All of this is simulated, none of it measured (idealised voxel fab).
Herein follows the process module entitled voxel quadruple lines.
We display cut, a cross-section 170 nm in width whose square cells are each 5 nm.
Throughout this document, each cross-section is represented as a grid of square cells and is presented as a sequence of bands enumerated from the top downward, where a band comprises one or more rows of cells.
Within each band entry, the heights of the top and of the bottom of the band appear first, in that order and in nm; the materials of the band then follow from left to right, each with its corresponding width in nm. The designation "full width" on a single material indicates that it fills the band from edge to edge; the designation "air" indicates empty space.
Where do heights start? At 0: under that level the wafer as delivered is made of one material only. And the lowest band has no floor; it just carries on downward, as in "0 nm and below".
Graded width ("30->40"): value in top row of band = first number; value in bottom row = second number; row-to-row change constant.
"remained unchanged" (step): cross-section cells unchanged, all of them.
So "Tabulated closed voids" is basically the list of trapped voids: any empty space of 8 cells or more that can't reach the top through an opening. They're written width x height at distance, the distance being from the left edge, and it's all nm.
On a step's line, text after the settings is the simulator commenting on that step.
overlay nm: how far to the right of its planned place the mask lay on this masked step (negative: to the left).
[So here's the lineup of process steps we planned]
1: RECEIVE with material Si
2: CONFORMAL_DEP with material Al2O3, thk nm 10
3: DIRECTIONAL_DEP with material Ru, thk nm 15
4: DIRECTIONAL_DEP with material polySi, thk nm 20
5: DIRECTIONAL_DEP with material aC, thk nm 25
6: PATTERN with tone cover, mask id MANDREL, material resist, width nm 30, thk nm 30, overlay nm 0
7: DIRECTIONAL_ETCH with etch materials aC, depth nm 25
8: STRIP with etch materials resist
9: CONFORMAL_DEP with material SiO2, thk nm 10
10: DIRECTIONAL_ETCH with etch materials SiO2, depth nm 10
11: STRIP with etch materials aC
12: DIRECTIONAL_ETCH with etch materials polySi, depth nm 20
13: STRIP with etch materials SiO2
14: CONFORMAL_DEP with material SiN, thk nm 10
15: DIRECTIONAL_ETCH with etch materials SiN, depth nm 10
16: STRIP with etch materials polySi
17: DIRECTIONAL_ETCH with etch materials Ru, depth nm 15
18: STRIP with etch materials SiN
19: FILL_DEP with material SiO2, thk nm 10
20: CMP with height nm 25
[The first of two wafers, run as planned]
[Here's what the wafer looked like in cross-section when it arrived - that's after step 1]
* 0 nm and below  Si full width
* Tabulated closed voids: none
[Take a look at the wafer's cross-section after step 2]
* 10 nm to 0 nm  Al2O3 full width
* For the remainder of the cross-section, below 0, there is no change.
[Take a look at the wafer's cross-section after step 3]
* 25 nm to 10 nm  Ru full width
* For the remainder of the cross-section, below 10, there is no change.
[Take a look at the wafer's cross-section after step 4]
* 45 nm to 25 nm  polySi full width
* For the remainder of the cross-section, below 25, there is no change.
[Take a look at the wafer's cross-section after step 5]
* 70 nm to 45 nm  aC full width
* For the remainder of the cross-section, below 45, there is no change.
[Take a look at the wafer's cross-section after step 6]
* 100 nm to 70 nm  air (70), resist (30), air (70)
* For the remainder of the cross-section, below 70, there is no change.
[Take a look at the wafer's cross-section after step 7]
* 75 nm to 70 nm  air (70), resist (30), air (70)
* 70 nm to 45 nm  air (70), aC (30), air (70)
* For the remainder of the cross-section, below 45, there is no change.
[Take a look at the wafer's cross-section after step 8]
* 70 nm to 45 nm  air (70), aC (30), air (70)
* For the remainder of the cross-section, below 45, there is no change.
[Take a look at the wafer's cross-section after step 9]
* 80 nm to 70 nm  air (60), SiO2 (50), air (60)
* 70 nm to 55 nm  air (60), SiO2 (10), aC (30), SiO2 (10), air (60)
* 55 nm to 45 nm  SiO2 (70), aC (30), SiO2 (70)
* For the remainder of the cross-section, below 45, there is no change.
[Take a look at the wafer's cross-section after step 10]
* 70 nm to 45 nm  air (60), SiO2 (10), aC (30), SiO2 (10), air (60)
* For the remainder of the cross-section, below 45, there is no change.
[Take a look at the wafer's cross-section after step 11]
* 70 nm to 45 nm  air (60), SiO2 (10), air (30), SiO2 (10), air (60)
* For the remainder of the cross-section, below 45, there is no change.
[Take a look at the wafer's cross-section after step 12]
* 70 nm to 45 nm  air (60), SiO2 (10), air (30), SiO2 (10), air (60)
* 45 nm to 25 nm  air (60), polySi (10), air (30), polySi (10), air (60)
* For the remainder of the cross-section, below 25, there is no change.
[Take a look at the wafer's cross-section after step 13]
* 45 nm to 25 nm  air (60), polySi (10), air (30), polySi (10), air (60)
* For the remainder of the cross-section, below 25, there is no change.
[Take a look at the wafer's cross-section after step 14]
* 55 nm to 45 nm  air (50), SiN (30), air (10), SiN (30), air (50)
* 45 nm to 35 nm  air (50), SiN (10), polySi (10), SiN (10), air (10), SiN (10), polySi (10), SiN (10), air (50)
* 35 nm to 25 nm  SiN (60), polySi (10), SiN (30), polySi (10), SiN (60)
* For the remainder of the cross-section, below 25, there is no change.
[Take a look at the wafer's cross-section after step 15]
* 45 nm to 25 nm  air (50), SiN (10), polySi (10), SiN (10), air (10), SiN (10), polySi (10), SiN (10), air (50)
* For the remainder of the cross-section, below 25, there is no change.
[Take a look at the wafer's cross-section after step 16]
* 45 nm to 25 nm  air (50), SiN (10), air (10), SiN (10), air (10), SiN (10), air (10), SiN (10), air (50)
* For the remainder of the cross-section, below 25, there is no change.
[Take a look at the wafer's cross-section after step 17]
* 45 nm to 25 nm  air (50), SiN (10), air (10), SiN (10), air (10), SiN (10), air (10), SiN (10), air (50)
* 25 nm to 10 nm  air (50), Ru (10), air (10), Ru (10), air (10), Ru (10), air (10), Ru (10), air (50)
* For the remainder of the cross-section, below 10, there is no change.
[Take a look at the wafer's cross-section after step 18]
* 25 nm to 10 nm  air (50), Ru (10), air (10), Ru (10), air (10), Ru (10), air (10), Ru (10), air (50)
* For the remainder of the cross-section, below 10, there is no change.
[Take a look at the wafer's cross-section after step 19]
* 35 nm to 25 nm  SiO2 full width
* 25 nm to 10 nm  SiO2 (50), Ru (10), SiO2 (10), Ru (10), SiO2 (10), Ru (10), SiO2 (10), Ru (10), SiO2 (50)
* For the remainder of the cross-section, below 10, there is no change.
[Take a look at the wafer's cross-section after step 20]
* 25 nm to 10 nm  SiO2 (50), Ru (10), SiO2 (10), Ru (10), SiO2 (10), Ru (10), SiO2 (10), Ru (10), SiO2 (50)
* For the remainder of the cross-section, below 10, there is no change.
[Second wafer: same start and same plan as the first, one execution error; identical to the first through step 5]
[Planned end of step 6: second wafer, cross-section]
* 100 nm to 70 nm  air (75), resist (20), air (75)
* For the remainder of the cross-section, below 70, there is no change.
[Planned end of step 7: second wafer, cross-section]
* 75 nm to 70 nm  air (75), resist (20), air (75)
* 70 nm to 45 nm  air (75), aC (20), air (75)
* For the remainder of the cross-section, below 45, there is no change.
[Planned end of step 8: second wafer, cross-section]
* 70 nm to 45 nm  air (75), aC (20), air (75)
* For the remainder of the cross-section, below 45, there is no change.
[Planned end of step 9: second wafer, cross-section]
* 80 nm to 70 nm  air (65), SiO2 (40), air (65)
* 70 nm to 55 nm  air (65), SiO2 (10), aC (20), SiO2 (10), air (65)
* 55 nm to 45 nm  SiO2 (75), aC (20), SiO2 (75)
* For the remainder of the cross-section, below 45, there is no change.
[Planned end of step 10: second wafer, cross-section]
* 70 nm to 45 nm  air (65), SiO2 (10), aC (20), SiO2 (10), air (65)
* For the remainder of the cross-section, below 45, there is no change.
[Planned end of step 11: second wafer, cross-section]
* 70 nm to 45 nm  air (65), SiO2 (10), air (20), SiO2 (10), air (65)
* For the remainder of the cross-section, below 45, there is no change.
[Planned end of step 12: second wafer, cross-section]
* 70 nm to 45 nm  air (65), SiO2 (10), air (20), SiO2 (10), air (65)
* 45 nm to 25 nm  air (65), polySi (10), air (20), polySi (10), air (65)
* For the remainder of the cross-section, below 25, there is no change.
[Planned end of step 13: second wafer, cross-section]
* 45 nm to 25 nm  air (65), polySi (10), air (20), polySi (10), air (65)
* For the remainder of the cross-section, below 25, there is no change.
[Planned end of step 14: second wafer, cross-section]
* 55 nm to 45 nm  air (55), SiN (60), air (55)
* 45 nm to 35 nm  air (55), SiN (10), polySi (10), SiN (20), polySi (10), SiN (10), air (55)
* 35 nm to 25 nm  SiN (65), polySi (10), SiN (20), polySi (10), SiN (65)
* For the remainder of the cross-section, below 25, there is no change.
[Planned end of step 15: second wafer, cross-section]
* 45 nm to 25 nm  air (55), SiN (10), polySi (10), SiN (20), polySi (10), SiN (10), air (55)
* For the remainder of the cross-section, below 25, there is no change.
[Planned end of step 16: second wafer, cross-section]
* 45 nm to 25 nm  air (55), SiN (10), air (10), SiN (20), air (10), SiN (10), air (55)
* For the remainder of the cross-section, below 25, there is no change.
[Planned end of step 17: second wafer, cross-section]
* 45 nm to 25 nm  air (55), SiN (10), air (10), SiN (20), air (10), SiN (10), air (55)
* 25 nm to 10 nm  air (55), Ru (10), air (10), Ru (20), air (10), Ru (10), air (55)
* For the remainder of the cross-section, below 10, there is no change.
[Planned end of step 18: second wafer, cross-section]
* 25 nm to 10 nm  air (55), Ru (10), air (10), Ru (20), air (10), Ru (10), air (55)
* For the remainder of the cross-section, below 10, there is no change.
[Planned end of step 19: second wafer, cross-section]
* 35 nm to 25 nm  SiO2 full width
* 25 nm to 10 nm  SiO2 (55), Ru (10), SiO2 (10), Ru (20), SiO2 (10), Ru (10), SiO2 (55)
* For the remainder of the cross-section, below 10, there is no change.
[Planned end of step 20: second wafer, cross-section]
* 25 nm to 10 nm  SiO2 (55), Ru (10), SiO2 (10), Ru (20), SiO2 (10), Ru (10), SiO2 (55)
* For the remainder of the cross-section, below 10, there is no change.
The mistake made against the process plan was this: step 6 deviated from plan and actually ran as PATTERN with tone cover, mask id MANDREL, material resist, width nm 20, thk nm 30, overlay nm 0
At the close, every material occupies the same number of cells on the second wafer as on the first, only in different positions.
